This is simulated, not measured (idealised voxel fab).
The following is a process module called voxel lift off.
Section cut is 260 nm wide and gridded with 5 nm square cells.
Cross-section, as written here: a square-cell grid given band by band from the top down, where a band holds one or more rows of cells. A band entry consists of two parts. The first gives the height of the band's top and the height of its bottom, in nm. The rest lists the band's materials from left to right, each with its width in nm. A single material labelled with the word "edge to edge" fills the band from edge to edge, and the word "empty" marks empty space. Ref level 0: as-received wafer is one material below here. Bottom band extends down with no lower bound ("0 nm and below"). When a width is written as two numbers, as in "30 to 40", the first number is the width in the top row of cells of the band and the second is the width in its bottom row, and the width changes by the same amount from each row to the next. What does "nothing was modified" mean for a step? It means no cell of the cross-section changed in that step. The list in "Encapsulated voids" covers empty spaces of 8 cells or more that cannot reach the top through any open way, and it gives each as width x height at distance; the distance is from the left edge, and width, height and distance are in nm. On a step's line, text after the settings is the simulator commenting on that step. "overlay nm" answers the question of how far to the right of plan the mask lay on a step that has a mask, and when it is negative the answer is to the left.
### Planned process steps
1,RECEIVE,material Si
2,CONFORMAL_DEP,material SiN,thk nm 15
3,PATTERN,tone open,mask id LINES,material resist,width nm 15,pitch nm 50,thk nm 30,overlay nm 0
4,DIRECTIONAL_DEP,material Ru,thk nm 15
5,STRIP,etch materials resist
6,CONFORMAL_DEP,material SiCN,thk nm 5
Wafer-to-wafer difference: width nm, step 3. Common start. Plan = first wafer's value.
### Sectional view: first of several wafers, as received, after step 1
	0 nm and below  Si edge to edge
	Encapsulated voids: none
### Basically each wafer gets a line in the table, showing it at the end of the module: material by material, the cells it gained (+) or lost (-) since we got it, then its closed voids
width nm 15, +27 Ru, +70 SiCN, +156 SiN, Encapsulated voids: none
width nm 20, +36 Ru, +70 SiCN, +156 SiN, Encapsulated voids: none
width nm 25, +45 Ru, +70 SiCN, +156 SiN, Encapsulated voids: none
width nm 30, +54 Ru, +70 SiCN, +156 SiN, Encapsulated voids: none
width nm 35, +63 Ru, +70 SiCN, +156 SiN, Encapsulated voids: none
